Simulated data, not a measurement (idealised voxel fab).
The process module presented herein is designated voxel air gaps.
We display cut, a cross-section 210 nm in width whose square cells are each 5 nm.
Reading order for cross-sections: top band down to bottom band. Underlying form: a grid of square cells. Band size: one or more rows of cells.
Heights first: top, then bottom, in nm. Then materials, left to right, each with a width in nm. "all across" on a single material: fills the band edge to edge. "blank": empty space.
Counting heights begins at 0, where everything beneath is, in the wafer as received, one material. The lowest band has no bottom; it goes on downwards, as "top 0, no bottom" shows.
Per-row width for "30..40": begins at first number (top row of band), ends at second number (bottom row), increment between rows held constant.
"changes: none" for a step: no cell of the cross-section changed in that step.
You'll see "Unvented voids" listing empty spaces that have no way open to the top, as long as they're 8 cells or more; the notation is width x height at distance, where the distance is from the left edge, and all of it is in nm.
Whatever follows a step's settings on its line is a remark the simulator itself makes about that step.
When a step includes a mask, the "overlay nm" setting on its line states how far to the right of its planned place that mask lay, and negative values state how far to the left.
# Below is the list of planned process steps
1. RECEIVE (material Si)
2. CONFORMAL_DEP (material SiO2; thk nm 15)
3. CONFORMAL_DEP (material SiCN; thk nm 5)
4. DIRECTIONAL_DEP (material SiO2; thk nm 40)
5. DIRECTIONAL_DEP (material aC; thk nm 15)
6. PATTERN (tone open; mask id LINES; material resist; width nm 20; pitch nm 50; thk nm 35; overlay nm 0)
7. DIRECTIONAL_ETCH (etch materials aC; depth nm 15)
8. STRIP (etch materials resist)
9. DIRECTIONAL_ETCH (etch materials SiO2; depth nm 40)
10. STRIP (etch materials aC)
11. CONFORMAL_DEP (material TiN; thk nm 5)
12. FILL_DEP (material Ru; thk nm 10)
13. CMP (height nm 60)
14. EPI (material Ru; thk nm 10)
15. SELECTIVE_ETCH (etch materials SiO2; depth nm 50)
16. CONFORMAL_DEP (material SiCN; thk nm 5)
# Wafer as received: cross-section following step 1
* top 0, no bottom | Si all across
* Unvented voids: none
# End state of the module in cross-section, given the above starting point and plan and one mistake in execution
* top 75, bottom 70 | 10 of blank, 200 of SiCN
* top 70, bottom 60 | 10 of blank, 5 of SiCN, 40 of Ru, 10 of SiCN, 40 of Ru, 10 of SiCN, 40 of Ru, 10 of SiCN, 40 of Ru, 5 of SiCN
* top 60, bottom 55 | 10 of blank, 15 of SiCN, 5 of TiN, 10 of Ru, 5 of TiN, 30 of SiCN, 5 of TiN, 10 of Ru, 5 of TiN, 30 of SiCN, 5 of TiN, 10 of Ru, 5 of TiN, 30 of SiCN, 5 of TiN, 10 of Ru, 5 of TiN, 15 of SiCN
* top 55, bottom 25 | 20 of blank, 5 of SiCN, 5 of TiN, 10 of Ru, 5 of TiN, 5 of SiCN, 20 of blank, 5 of SiCN, 5 of TiN, 10 of Ru, 5 of TiN, 5 of SiCN, 20 of blank, 5 of SiCN, 5 of TiN, 10 of Ru, 5 of TiN, 5 of SiCN, 20 of blank, 5 of SiCN, 5 of TiN, 10 of Ru, 5 of TiN, 5 of SiCN, 10 of blank
* top 25, bottom 20 | 25 of SiCN, 20 of TiN, 30 of SiCN, 20 of TiN, 30 of SiCN, 20 of TiN, 30 of SiCN, 20 of TiN, 15 of SiCN
* top 20, bottom 15 | SiCN all across
* top 15, bottom 0 | SiO2 all across
* top 0, no bottom | Si all across
* Unvented voids: 20 x 30 at 50; 20 x 30 at 100; 20 x 30 at 150; 10 x 30 at 200
Finding, execution versus plan: contrary to plan, step 6 was performed as PATTERN (tone open; mask id LINES; material resist; width nm 20; pitch nm 50; thk nm 35; overlay nm 5)
